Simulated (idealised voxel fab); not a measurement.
process module | voxel air gaps
cross-section cut | 175 nm wide | cells 5 nm
A cross-section is a grid of square cells, given in bands from the top down. A band is one or more rows of cells.
Each band's line starts with the height of the band's top and of its bottom, in nm. Then come its materials from left to right, each with its width in nm. One material with "throughout" fills the band from edge to edge. "air" is empty space.
Height 0 is the level under which the wafer as received is all one material. The lowest band goes on downwards, as in "0 down".
A width such as "30 to 40" changes by the same amount from each row of cells to the next, from the band's top row to its bottom row.
"no change" after a step means that no cell of the cross-section changed.
closed voids: empty space of 8 cells or more with no open way to the top, each as width x height at its distance from the left edge, in nm
after a step's settings: what the simulator itself notes on the step
overlay nm, on a step with a mask: how far to the right of its planned place the mask lay; to the left if negative
plan
1 op RECEIVE | material Si
2 op CONFORMAL_DEP | material SiO2 | thk nm 10
3 op CONFORMAL_DEP | material SiN | thk nm 5
4 op DIRECTIONAL_DEP | material SiO2 | thk nm 35
5 op DIRECTIONAL_DEP | material aC | thk nm 15
6 op PATTERN | tone open | mask id LINES | material resist | width nm 25 | pitch nm 50 | thk nm 30 | overlay nm 0
7 op DIRECTIONAL_ETCH | etch materials aC | depth nm 15
8 op STRIP | etch materials resist
9 op DIRECTIONAL_ETCH | etch materials SiO2 | depth nm 35
10 op STRIP | etch materials aC
11 op CONFORMAL_DEP | material TiN | thk nm 5
12 op FILL_DEP | material Cu | thk nm 5
13 op CMP | height nm 50
14 op EPI | material Ru | thk nm 10
15 op SELECTIVE_ETCH | etch materials SiO2 | depth nm 45
16 op CONFORMAL_DEP | material SiN | thk nm 5
first wafer, as planned
as received, after step 1
  0 down: Si throughout
  closed voids: none
after step 2
  10 to 0: SiO2 throughout
  below 0: unchanged
after step 3
  15 to 10: SiN throughout
  below 10: unchanged
after step 4
  50 to 15: SiO2 throughout
  below 15: unchanged
after step 5
  65 to 50: aC throughout
  below 50: unchanged
after step 6
  95 to 65: resist 25 | air 25 | resist 25 | air 25 | resist 25 | air 25 | resist 25
  below 65: unchanged
after step 7
  80 to 65: resist 25 | air 25 | resist 25 | air 25 | resist 25 | air 25 | resist 25
  65 to 50: aC 25 | air 25 | aC 25 | air 25 | aC 25 | air 25 | aC 25
  below 50: unchanged
after step 8
  65 to 50: aC 25 | air 25 | aC 25 | air 25 | aC 25 | air 25 | aC 25
  below 50: unchanged
after step 9
  65 to 50: aC 25 | air 25 | aC 25 | air 25 | aC 25 | air 25 | aC 25
  50 to 15: SiO2 25 | air 25 | SiO2 25 | air 25 | SiO2 25 | air 25 | SiO2 25
  below 15: unchanged
after step 10
  50 to 15: SiO2 25 | air 25 | SiO2 25 | air 25 | SiO2 25 | air 25 | SiO2 25
  below 15: unchanged
after step 11
  55 to 50: TiN 30 | air 15 | TiN 35 | air 15 | TiN 35 | air 15 | TiN 30
  50 to 20: SiO2 25 | TiN 5 | air 15 | TiN 5 | SiO2 25 | TiN 5 | air 15 | TiN 5 | SiO2 25 | TiN 5 | air 15 | TiN 5 | SiO2 25
  20 to 15: SiO2 25 | TiN 25 | SiO2 25 | TiN 25 | SiO2 25 | TiN 25 | SiO2 25
  below 15: unchanged
after step 12
  60 to 55: Cu throughout
  55 to 50: TiN 30 | Cu 15 | TiN 35 | Cu 15 | TiN 35 | Cu 15 | TiN 30
  50 to 20: SiO2 25 | TiN 5 | Cu 15 | TiN 5 | SiO2 25 | TiN 5 | Cu 15 | TiN 5 | SiO2 25 | TiN 5 | Cu 15 | TiN 5 | SiO2 25
  below 20: unchanged
after step 13
  50 to 20: SiO2 25 | TiN 5 | Cu 15 | TiN 5 | SiO2 25 | TiN 5 | Cu 15 | TiN 5 | SiO2 25 | TiN 5 | Cu 15 | TiN 5 | SiO2 25
  below 20: unchanged
after step 14
  60 to 50: air 15 | Ru 45 | air 5 | Ru 45 | air 5 | Ru 45 | air 15
  below 50: unchanged
after step 15
  60 to 50: air 15 | Ru 45 | air 5 | Ru 45 | air 5 | Ru 45 | air 15
  50 to 20: air 25 | TiN 5 | Cu 15 | TiN 5 | air 25 | TiN 5 | Cu 15 | TiN 5 | air 25 | TiN 5 | Cu 15 | TiN 5 | air 25
  20 to 15: air 25 | TiN 25 | air 25 | TiN 25 | air 25 | TiN 25 | air 25
  below 15: unchanged
after step 16
  65 to 60: air 10 | SiN 155 | air 10
  60 to 50: air 10 | SiN 5 | Ru 45 | SiN 5 | Ru 45 | SiN 5 | Ru 45 | SiN 5 | air 10
  50 to 45: air 10 | SiN 15 | TiN 5 | Cu 15 | TiN 5 | SiN 25 | TiN 5 | Cu 15 | TiN 5 | SiN 25 | TiN 5 | Cu 15 | TiN 5 | SiN 15 | air 10
  45 to 20: air 20 | SiN 5 | TiN 5 | Cu 15 | TiN 5 | SiN 5 | air 15 | SiN 5 | TiN 5 | Cu 15 | TiN 5 | SiN 5 | air 15 | SiN 5 | TiN 5 | Cu 15 | TiN 5 | SiN 5 | air 20
  20 to 15: SiN 25 | TiN 25 | SiN 25 | TiN 25 | SiN 25 | TiN 25 | SiN 25
  below 15: unchanged
  closed voids: 15 x 25 at 55; 15 x 25 at 105
second wafer: like start, like plan, one mistake. Through step 14 it matches the first wafer
when step 15 should have ended
  50 to 20: SiO2 25 | TiN 5 | Cu 15 | TiN 5 | SiO2 25 | TiN 5 | Cu 15 | TiN 5 | SiO2 25 | TiN 5 | Cu 15 | TiN 5 | SiO2 25
  below 20: unchanged
when step 16 should have ended
  55 to 50: SiN throughout
  below 50: unchanged
what went wrong: step 15 ran as: op SELECTIVE_ETCH | etch materials Ru | depth nm 45
at the end the second wafer has, in cells: 54 fewer of Ru | 70 fewer of SiN | 140 more of SiO2
closed voids at the end (first wafer, second wafer): 2, 0
